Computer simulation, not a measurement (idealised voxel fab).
Process module name: voxel gate over fins
The cross-section shown here is cut; it is 230 nm wide and divided into square cells measuring 5 nm on a side.
Just so we're on the same page, the cross-sections are grids of square cells, and they're listed out in bands top to bottom, each band one or more rows deep.
A band entry consists of two parts. The first gives the height of the band's top and the height of its bottom, in nm. The rest lists the band's materials from left to right, each with its width in nm. A single material labelled with the word "throughout" fills the band from edge to edge, and the word "air" marks empty space.
Below 0: as-received wafer, all one material; heights counted from there. Lowest band: no bottom, goes on down, written "0 and below".
Width "30..40": first value at the band's top row of cells, second value at its bottom row, equal change from row to row.
"nothing altered" for a step: no cell of the cross-section changed in that step.
If an empty space has no open way to the top and is at least 8 cells in size, "Fully sealed cavities" lists it, written width x height at distance, where distance is measured from the left edge and every value is in nm.
Read whatever lies past the settings on a step's line as the simulator's own remark about the step.
Each step line may optionally specify "overlay nm", which for a step with a mask gives the rightward distance between the mask's planned place and where it lay, a negative value indicating the leftward direction.
# plan
| 1 | RECEIVE | material Si |
| 2 | CONFORMAL_DEP | material SiN | thk nm 10 |
| 3 | PATTERN | tone cover | mask id FINS | material resist | width nm 15 | pitch nm 40 | thk nm 15 | overlay nm 0 |
| 4 | DIRECTIONAL_ETCH | etch materials SiN | depth nm 10 |
| 5 | DIRECTIONAL_ETCH | etch materials Si | depth nm 35 |
| 6 | STRIP | etch materials resist |
| 7 | FILL_DEP | material SiO2 | thk nm 5 |
| 8 | CMP | height nm 10 |
| 9 | SELECTIVE_ETCH | etch materials SiO2 | depth nm 20 |
| 10 | STRIP | etch materials SiN |
| 11 | CONFORMAL_DEP | material HfO2 | thk nm 5 |
| 12 | CONFORMAL_DEP | material TiN | thk nm 5 |
| 13 | CONFORMAL_DEP | material TiAl | thk nm 5 |
| 14 | CONFORMAL_DEP | material TiN | thk nm 5 |
| 15 | FILL_DEP | material W | thk nm 15 |
| 16 | CMP | height nm 30 |
| 17 | CONFORMAL_DEP | material SiCN | thk nm 5 |
# Below: the first of two wafers, run as planned
# Incoming wafer, cross-sectional view, post step 1
  0 and below | Si throughout
  Fully sealed cavities: none
# Presented here is a cross-section of the wafer after step 2 has been performed
  10 down to 0 | SiN throughout
  At heights below 0, the structure remains unaltered.
# Presented here is a cross-section of the wafer after step 3 has been performed
  25 down to 10 | 65 nm air, 15 nm resist, 25 nm air, 15 nm resist, 25 nm air, 15 nm resist, 70 nm air
  At heights below 10, the structure remains unaltered.
# Presented here is a cross-section of the wafer after step 4 has been performed
  25 down to 10 | 65 nm air, 15 nm resist, 25 nm air, 15 nm resist, 25 nm air, 15 nm resist, 70 nm air
  10 down to 0 | 65 nm air, 15 nm SiN, 25 nm air, 15 nm SiN, 25 nm air, 15 nm SiN, 70 nm air
  At heights below 0, the structure remains unaltered.
# Presented here is a cross-section of the wafer after step 5 has been performed
  25 down to 10 | 65 nm air, 15 nm resist, 25 nm air, 15 nm resist, 25 nm air, 15 nm resist, 70 nm air
  10 down to 0 | 65 nm air, 15 nm SiN, 25 nm air, 15 nm SiN, 25 nm air, 15 nm SiN, 70 nm air
  0 down to -35 | 65 nm air, 15 nm Si, 25 nm air, 15 nm Si, 25 nm air, 15 nm Si, 70 nm air
  At heights below -35, the structure remains unaltered.
# Presented here is a cross-section of the wafer after step 6 has been performed
  10 down to 0 | 65 nm air, 15 nm SiN, 25 nm air, 15 nm SiN, 25 nm air, 15 nm SiN, 70 nm air
  At heights below 0, the structure remains unaltered.
# Presented here is a cross-section of the wafer after step 7 has been performed
  15 down to 10 | SiO2 throughout
  10 down to 0 | 65 nm SiO2, 15 nm SiN, 25 nm SiO2, 15 nm SiN, 25 nm SiO2, 15 nm SiN, 70 nm SiO2
  0 down to -35 | 65 nm SiO2, 15 nm Si, 25 nm SiO2, 15 nm Si, 25 nm SiO2, 15 nm Si, 70 nm SiO2
  At heights below -35, the structure remains unaltered.
# Presented here is a cross-section of the wafer after step 8 has been performed
  10 down to 0 | 65 nm SiO2, 15 nm SiN, 25 nm SiO2, 15 nm SiN, 25 nm SiO2, 15 nm SiN, 70 nm SiO2
  At heights below 0, the structure remains unaltered.
# Presented here is a cross-section of the wafer after step 9 has been performed
  10 down to 0 | 65 nm air, 15 nm SiN, 25 nm air, 15 nm SiN, 25 nm air, 15 nm SiN, 70 nm air
  0 down to -10 | 65 nm air, 15 nm Si, 25 nm air, 15 nm Si, 25 nm air, 15 nm Si, 70 nm air
  At heights below -10, the structure remains unaltered.
# Presented here is a cross-section of the wafer after step 10 has been performed
  0 down to -10 | 65 nm air, 15 nm Si, 25 nm air, 15 nm Si, 25 nm air, 15 nm Si, 70 nm air
  At heights below -10, the structure remains unaltered.
# Presented here is a cross-section of the wafer after step 11 has been performed
  5 down to 0 | 60 nm air, 25 nm HfO2, 15 nm air, 25 nm HfO2, 15 nm air, 25 nm HfO2, 65 nm air
  0 down to -5 | 60 nm air, 5 nm HfO2, 15 nm Si, 5 nm HfO2, 15 nm air, 5 nm HfO2, 15 nm Si, 5 nm HfO2, 15 nm air, 5 nm HfO2, 15 nm Si, 5 nm HfO2, 65 nm air
  -5 down to -10 | 65 nm HfO2, 15 nm Si, 25 nm HfO2, 15 nm Si, 25 nm HfO2, 15 nm Si, 70 nm HfO2
  At heights below -10, the structure remains unaltered.
# Presented here is a cross-section of the wafer after step 12 has been performed
  10 down to 5 | 55 nm air, 35 nm TiN, 5 nm air, 35 nm TiN, 5 nm air, 35 nm TiN, 60 nm air
  5 down to 0 | 55 nm air, 5 nm TiN, 25 nm HfO2, 5 nm TiN, 5 nm air, 5 nm TiN, 25 nm HfO2, 5 nm TiN, 5 nm air, 5 nm TiN, 25 nm HfO2, 5 nm TiN, 60 nm air
  0 down to -5 | 60 nm TiN, 5 nm HfO2, 15 nm Si, 5 nm HfO2, 15 nm TiN, 5 nm HfO2, 15 nm Si, 5 nm HfO2, 15 nm TiN, 5 nm HfO2, 15 nm Si, 5 nm HfO2, 65 nm TiN
  At heights below -5, the structure remains unaltered.
# Presented here is a cross-section of the wafer after step 13 has been performed
  15 down to 10 | 50 nm air, 125 nm TiAl, 55 nm air
  10 down to 5 | 50 nm air, 5 nm TiAl, 35 nm TiN, 5 nm TiAl, 35 nm TiN, 5 nm TiAl, 35 nm TiN, 5 nm TiAl, 55 nm air
  5 down to 0 | 55 nm TiAl, 5 nm TiN, 25 nm HfO2, 5 nm TiN, 5 nm TiAl, 5 nm TiN, 25 nm HfO2, 5 nm TiN, 5 nm TiAl, 5 nm TiN, 25 nm HfO2, 5 nm TiN, 60 nm TiAl
  At heights below 0, the structure remains unaltered.
# Presented here is a cross-section of the wafer after step 14 has been performed
  20 down to 15 | 45 nm air, 135 nm TiN, 50 nm air
  15 down to 10 | 45 nm air, 5 nm TiN, 125 nm TiAl, 5 nm TiN, 50 nm air
  10 down to 5 | 50 nm TiN, 5 nm TiAl, 35 nm TiN, 5 nm TiAl, 35 nm TiN, 5 nm TiAl, 35 nm TiN, 5 nm TiAl, 55 nm TiN
  At heights below 5, the structure remains unaltered.
# Presented here is a cross-section of the wafer after step 15 has been performed
  35 down to 20 | W throughout
  20 down to 15 | 45 nm W, 135 nm TiN, 50 nm W
  15 down to 10 | 45 nm W, 5 nm TiN, 125 nm TiAl, 5 nm TiN, 50 nm W
  At heights below 10, the structure remains unaltered.
# Presented here is a cross-section of the wafer after step 16 has been performed
  30 down to 20 | W throughout
  At heights below 20, the structure remains unaltered.
# Presented here is a cross-section of the wafer after step 17 has been performed
  35 down to 30 | SiCN throughout
  At heights below 30, the structure remains unaltered.
# The second wafer: identical to the first at the outset and in its planned sequence, differing only in that one mistake was made during processing; up to and including step 2, its path is the first wafer's path
# Look at the second wafer in cross-section at the time step 3 ought to have finished
  25 down to 10 | 65 nm air, 20 nm resist, 20 nm air, 20 nm resist, 20 nm air, 20 nm resist, 65 nm air
  At heights below 10, the structure remains unaltered.
# Look at the second wafer in cross-section at the time step 4 ought to have finished
  25 down to 10 | 65 nm air, 20 nm resist, 20 nm air, 20 nm resist, 20 nm air, 20 nm resist, 65 nm air
  10 down to 0 | 65 nm air, 20 nm SiN, 20 nm air, 20 nm SiN, 20 nm air, 20 nm SiN, 65 nm air
  At heights below 0, the structure remains unaltered.
# Look at the second wafer in cross-section at the time step 5 ought to have finished
  25 down to 10 | 65 nm air, 20 nm resist, 20 nm air, 20 nm resist, 20 nm air, 20 nm resist, 65 nm air
  10 down to 0 | 65 nm air, 20 nm SiN, 20 nm air, 20 nm SiN, 20 nm air, 20 nm SiN, 65 nm air
  0 down to -35 | 65 nm air, 20 nm Si, 20 nm air, 20 nm Si, 20 nm air, 20 nm Si, 65 nm air
  At heights below -35, the structure remains unaltered.
# Look at the second wafer in cross-section at the time step 6 ought to have finished
  10 down to 0 | 65 nm air, 20 nm SiN, 20 nm air, 20 nm SiN, 20 nm air, 20 nm SiN, 65 nm air
  At heights below 0, the structure remains unaltered.
# Look at the second wafer in cross-section at the time step 7 ought to have finished
  15 down to 10 | SiO2 throughout
  10 down to 0 | 65 nm SiO2, 20 nm SiN, 20 nm SiO2, 20 nm SiN, 20 nm SiO2, 20 nm SiN, 65 nm SiO2
  0 down to -35 | 65 nm SiO2, 20 nm Si, 20 nm SiO2, 20 nm Si, 20 nm SiO2, 20 nm Si, 65 nm SiO2
  At heights below -35, the structure remains unaltered.
# Look at the second wafer in cross-section at the time step 8 ought to have finished
  10 down to 0 | 65 nm SiO2, 20 nm SiN, 20 nm SiO2, 20 nm SiN, 20 nm SiO2, 20 nm SiN, 65 nm SiO2
  At heights below 0, the structure remains unaltered.
# Look at the second wafer in cross-section at the time step 9 ought to have finished
  10 down to 0 | 65 nm air, 20 nm SiN, 20 nm air, 20 nm SiN, 20 nm air, 20 nm SiN, 65 nm air
  0 down to -10 | 65 nm air, 20 nm Si, 20 nm air, 20 nm Si, 20 nm air, 20 nm Si, 65 nm air
  At heights below -10, the structure remains unaltered.
# Look at the second wafer in cross-section at the time step 10 ought to have finished
  0 down to -10 | 65 nm air, 20 nm Si, 20 nm air, 20 nm Si, 20 nm air, 20 nm Si, 65 nm air
  At heights below -10, the structure remains unaltered.
# Look at the second wafer in cross-section at the time step 11 ought to have finished
  5 down to 0 | 60 nm air, 30 nm HfO2, 10 nm air, 30 nm HfO2, 10 nm air, 30 nm HfO2, 60 nm air
  0 down to -5 | 60 nm air, 5 nm HfO2, 20 nm Si, 5 nm HfO2, 10 nm air, 5 nm HfO2, 20 nm Si, 5 nm HfO2, 10 nm air, 5 nm HfO2, 20 nm Si, 5 nm HfO2, 60 nm air
  -5 down to -10 | 65 nm HfO2, 20 nm Si, 20 nm HfO2, 20 nm Si, 20 nm HfO2, 20 nm Si, 65 nm HfO2
  At heights below -10, the structure remains unaltered.
# Look at the second wafer in cross-section at the time step 12 ought to have finished
  10 down to 5 | 55 nm air, 120 nm TiN, 55 nm air
  5 down to 0 | 55 nm air, 5 nm TiN, 30 nm HfO2, 10 nm TiN, 30 nm HfO2, 10 nm TiN, 30 nm HfO2, 5 nm TiN, 55 nm air
  0 down to -5 | 60 nm TiN, 5 nm HfO2, 20 nm Si, 5 nm HfO2, 10 nm TiN, 5 nm HfO2, 20 nm Si, 5 nm HfO2, 10 nm TiN, 5 nm HfO2, 20 nm Si, 5 nm HfO2, 60 nm TiN
  At heights below -5, the structure remains unaltered.
# Look at the second wafer in cross-section at the time step 13 ought to have finished
  15 down to 10 | 50 nm air, 130 nm TiAl, 50 nm air
  10 down to 5 | 50 nm air, 5 nm TiAl, 120 nm TiN, 5 nm TiAl, 50 nm air
  5 down to 0 | 55 nm TiAl, 5 nm TiN, 30 nm HfO2, 10 nm TiN, 30 nm HfO2, 10 nm TiN, 30 nm HfO2, 5 nm TiN, 55 nm TiAl
  At heights below 0, the structure remains unaltered.
# Look at the second wafer in cross-section at the time step 14 ought to have finished
  20 down to 15 | 45 nm air, 140 nm TiN, 45 nm air
  15 down to 10 | 45 nm air, 5 nm TiN, 130 nm TiAl, 5 nm TiN, 45 nm air
  10 down to 5 | 50 nm TiN, 5 nm TiAl, 120 nm TiN, 5 nm TiAl, 50 nm TiN
  At heights below 5, the structure remains unaltered.
# Look at the second wafer in cross-section at the time step 15 ought to have finished
  35 down to 20 | W throughout
  20 down to 15 | 45 nm W, 140 nm TiN, 45 nm W
  15 down to 10 | 45 nm W, 5 nm TiN, 130 nm TiAl, 5 nm TiN, 45 nm W
  At heights below 10, the structure remains unaltered.
# Look at the second wafer in cross-section at the time step 16 ought to have finished
  30 down to 20 | W throughout
  At heights below 20, the structure remains unaltered.
# Look at the second wafer in cross-section at the time step 17 ought to have finished
  35 down to 30 | SiCN throughout
  At heights below 30, the structure remains unaltered.
So what did we get wrong on this run? step 3 deviated from plan and actually ran as PATTERN | tone cover | mask id FINS | material resist | width nm 20 | pitch nm 40 | thk nm 15 | overlay nm 0
Heads up, by the end the second wafer has more or fewer cells of some materials compared to the first: 21 more of Si | 15 fewer of SiO2 | 4 fewer of TiAl | 2 fewer of W
